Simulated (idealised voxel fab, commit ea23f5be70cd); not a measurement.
Process module under the name voxel tone inversion
Pictured: cross-section cut, 300 nm wide, on a grid of 5 nm square cells.
A cross-section is a grid of square cells, given in bands from the top down. A band is one or more rows of cells.
Band: top and bottom heights (nm) first, top before bottom; then materials from left to right, widths in nm. "full width" marks a sole material filling the band edge to edge. "air" denotes empty space.
For the purposes of this specification, 0 denotes the height below which the wafer in its as-received condition is composed wholly of one material, and the lowermost band, lacking a lower limit, extends downward without end, as expressed in "0 -> down".
The width entry "30 to 40" should be interpreted row by row: the top row of cells in the band takes the first number, the bottom row takes the second number, and the change between adjacent rows is uniform throughout.
For the purposes of this document, the phrase "no alterations made" attached to a step denotes that no cell within the cross-section was modified by that step.
The entry "Enclosed void catalog" lists the empty spaces that cover at least 8 cells and have no open path to the top. Each is written as width x height at distance, where the distance is measured from the left edge and all three values are in nm.
Heads up: the bit after the settings on a step's line is the simulator's remark on that step.
overlay nm: where the mask lay relative to plan, measured to the right, on steps with a mask; negatives go left.

### The process steps that were planned are listed below
| 1 | RECEIVE: material Si |
| 2 | CONFORMAL_DEP: material SiCN, thk nm 5 |
| 3 | DIRECTIONAL_DEP: material polySi, thk nm 15 |
| 4 | PATTERN: tone cover, mask id POSTS, material resist, width nm 20, pitch nm 40, thk nm 25, overlay nm 0 |
| 5 | DIRECTIONAL_ETCH: etch materials polySi, depth nm 15 |
| 6 | STRIP: etch materials resist |
| 7 | FILL_DEP: material SiO2, thk nm 5 |
| 8 | CMP: height nm 20 |
| 9 | STRIP: etch materials polySi |

### Below: the first of two wafers, run as planned

### So this is the incoming wafer in cross-section - it's already been through step 1
0 -> down  Si full width
Enclosed void catalog: none

### Cross-sectional representation of the wafer at the conclusion of step 2
5 -> 0  SiCN full width
At heights below 0, the structure remains unaltered.

### Cross-sectional representation of the wafer at the conclusion of step 3
20 -> 5  polySi full width
At heights below 5, the structure remains unaltered.

### Cross-sectional representation of the wafer at the conclusion of step 4
45 -> 20  120 nm air  20 nm resist  20 nm air  20 nm resist  120 nm air
At heights below 20, the structure remains unaltered.

### Cross-sectional representation of the wafer at the conclusion of step 5
45 -> 20  120 nm air  20 nm resist  20 nm air  20 nm resist  120 nm air
20 -> 5  120 nm air  20 nm polySi  20 nm air  20 nm polySi  120 nm air
At heights below 5, the structure remains unaltered.

### Cross-sectional representation of the wafer at the conclusion of step 6
20 -> 5  120 nm air  20 nm polySi  20 nm air  20 nm polySi  120 nm air
At heights below 5, the structure remains unaltered.

### Cross-sectional representation of the wafer at the conclusion of step 7
25 -> 20  SiO2 full width
20 -> 5  120 nm SiO2  20 nm polySi  20 nm SiO2  20 nm polySi  120 nm SiO2
At heights below 5, the structure remains unaltered.

### Cross-sectional representation of the wafer at the conclusion of step 8
20 -> 5  120 nm SiO2  20 nm polySi  20 nm SiO2  20 nm polySi  120 nm SiO2
At heights below 5, the structure remains unaltered.

### Cross-sectional representation of the wafer at the conclusion of step 9
20 -> 5  120 nm SiO2  20 nm air  20 nm SiO2  20 nm air  120 nm SiO2
At heights below 5, the structure remains unaltered.

### Wafer two: like wafer one in start and plan, but with one mistake in execution; identical up to and including step 8

### Cross-section of the second wafer at the time by which step 9 should have been completed according to the plan
20 -> 5  120 nm air  20 nm polySi  20 nm air  20 nm polySi  120 nm air
At heights below 5, the structure remains unaltered.
Run error: step 9 went in with a setting other than planned; the actual run was STRIP: etch materials SiO2
at the end the second wafer has, in cells: 156 fewer of SiO2; 24 more of polySi
